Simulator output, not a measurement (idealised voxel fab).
Process module name: voxel air gaps
The cross-section shown here is cut; it is 260 nm wide and divided into square cells measuring 5 nm on a side.
When this document writes out a cross-section, it uses a grid of square cells and lists it as bands, beginning at the top and moving down, with a band standing for one or more rows of cells. It is stipulated that each band's entry specify, in nanometres, the height of the top of the band and then that of its bottom, followed by the materials of the band in left-to-right sequence, each together with its width in nanometres. A single material marked by the word "edge to edge" is understood to fill the band from edge to edge; the word "blank" is understood to denote empty space. Heights are expressed relative to 0, this being the level below which the as-received wafer comprises one material exclusively. The lowest band is unbounded in the downward direction and is denoted as in "0 -> down". With a width like "30 to 40", each row of cells in the band differs from the next by the same amount, the top row carrying the first number and the bottom row the second. Take "nothing was modified" at face value: in the step it is given for, the cross-section changed in none of its cells. Closed empty spaces (no open way to the top) of 8 cells or more are what "Closed cavities" lists, each as width x height at distance from the left edge, nm for all three. after a step's settings: what the simulator itself notes on the step. If you see "overlay nm" on a step's line and that step has a mask, it's telling you how far right of where it was planned the mask ended up; a negative number means it went left instead.

Set out below are the planned steps of the process
1,RECEIVE (material Si)
2,CONFORMAL_DEP (material SiO2; thk nm 10)
3,CONFORMAL_DEP (material SiCN; thk nm 5)
4,DIRECTIONAL_DEP (material lowk; thk nm 40)
5,DIRECTIONAL_DEP (material aC; thk nm 15)
6,PATTERN (tone open; mask id LINES; material resist; width nm 15; pitch nm 50; thk nm 35; overlay nm 0)
7,DIRECTIONAL_ETCH (etch materials aC; depth nm 15)
8,STRIP (etch materials resist)
9,DIRECTIONAL_ETCH (etch materials lowk; depth nm 40)
10,STRIP (etch materials aC)
11,CONFORMAL_DEP (material TiN; thk nm 5)
12,FILL_DEP (material W; thk nm 5)
13,CMP (height nm 55)
14,EPI (material Ru; thk nm 10)
15,SELECTIVE_ETCH (etch materials lowk; depth nm 50)
16,CONFORMAL_DEP (material SiCN; thk nm 5)
All wafers enter the flow in the same state. The width nm at step 6 differs from wafer to wafer, and the plan gives the value for the first wafer.

First wafer of several, as received: cross-section after step 1
* 0 -> down = Si edge to edge
* Closed cavities: none

What follows is a table in which each wafer occupies a row; for the wafer as it stands at the close of the module, the row states, material by material, how many cells have been gained (+) or lost (-) since receipt, and then gives its closed voids
width nm 15, +56 Ru, +216 SiCN, +104 SiO2, +68 TiN, +28 W, Closed cavities: none
width nm 20, +64 Ru, +216 SiCN, +104 SiO2, +72 TiN, +56 W, Closed cavities: 20 x 30 at 70; 20 x 30 at 120; 20 x 30 at 170
width nm 25, +72 Ru, +204 SiCN, +104 SiO2, +76 TiN, +84 W, Closed cavities: 15 x 30 at 70; 15 x 30 at 120; 15 x 30 at 170
width nm 30, +80 Ru, +132 SiCN, +104 SiO2, +80 TiN, +112 W, +96 lowk, Closed cavities: none
width nm 35, +82 Ru, +132 SiCN, +104 SiO2, +84 TiN, +140 W, +72 lowk, Closed cavities: none
